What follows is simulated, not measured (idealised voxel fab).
Process module in this document: voxel double patterning
Section shown: cut. Width: 160 nm. Cell size: 5 nm, square.
In this document a cross-section is written as a grid of square cells. It is given as a series of bands, listed from the top down, and a band is one or more rows of cells.
This entry defines a band. It first specifies the height of the band's top and the height of its bottom in nm, and then specifies the band's materials from left to right, stating each material with its width in nm. The word "everywhere" identifies a single material that fills the band from edge to edge, while the word "blank" identifies empty space.
We count height from 0. Below that, the starting wafer is all one material. The lowest band never ends at the bottom but goes on down; see "0 nm and below" for how that is written.
It should be noted that a width expressed as "30..40" varies in equal increments from row to row of cells within the band, taking the value of the first number at the top row and that of the second number at the bottom row.
The cross-section has no changed cell in any step marked "stayed the same".
Heads up: "Enclosed void list" only lists the empty pockets with no open path to the top that are 8 cells or more, and it writes them as width x height at distance, distance from the left edge, in nm.
Past the settings on a step's line: simulator remark, on that step.
Steps that use a mask can have "overlay nm" on their line. It says how far the mask sat to the right of where it was meant to be. Negative means to the left.
So here's the lineup of process steps we planned
1) RECEIVE,material Si
2) CONFORMAL_DEP,material SiO2,thk nm 10
3) DIRECTIONAL_DEP,material polySi,thk nm 15
4) DIRECTIONAL_DEP,material SiN,thk nm 10
5) PATTERN,tone open,mask id FIRST,material resist,width nm 15,pitch nm 50,thk nm 20,overlay nm 0
6) DIRECTIONAL_ETCH,etch materials SiN,depth nm 10
7) STRIP,etch materials resist
8) MASKED_ETCH,tone open,mask id SECOND,width nm 15,pitch nm 50,etch materials SiN,depth nm 10,overlay nm 0
9) DIRECTIONAL_ETCH,etch materials polySi,depth nm 15
10) STRIP,etch materials SiN
Wafer at receipt (post step 1), cross-section
* 0 nm and below: Si everywhere
* Enclosed void list: none
Same starting wafer, same plan as above, one mistake in the execution; this is the cross-section at the end of the module
* 40 nm to 25 nm: polySi: 20; blank: 15; polySi: 10; blank: 15; polySi: 10; blank: 15; polySi: 10; blank: 15; polySi: 10; blank: 15; polySi: 25
* 25 nm to 10 nm: polySi everywhere
* 10 nm to 0 nm: SiO2 everywhere
* 0 nm and below: Si everywhere
* Enclosed void list: none
In executing the process, a mistake was made relative to the plan: step 3 of the plan saw execution twice
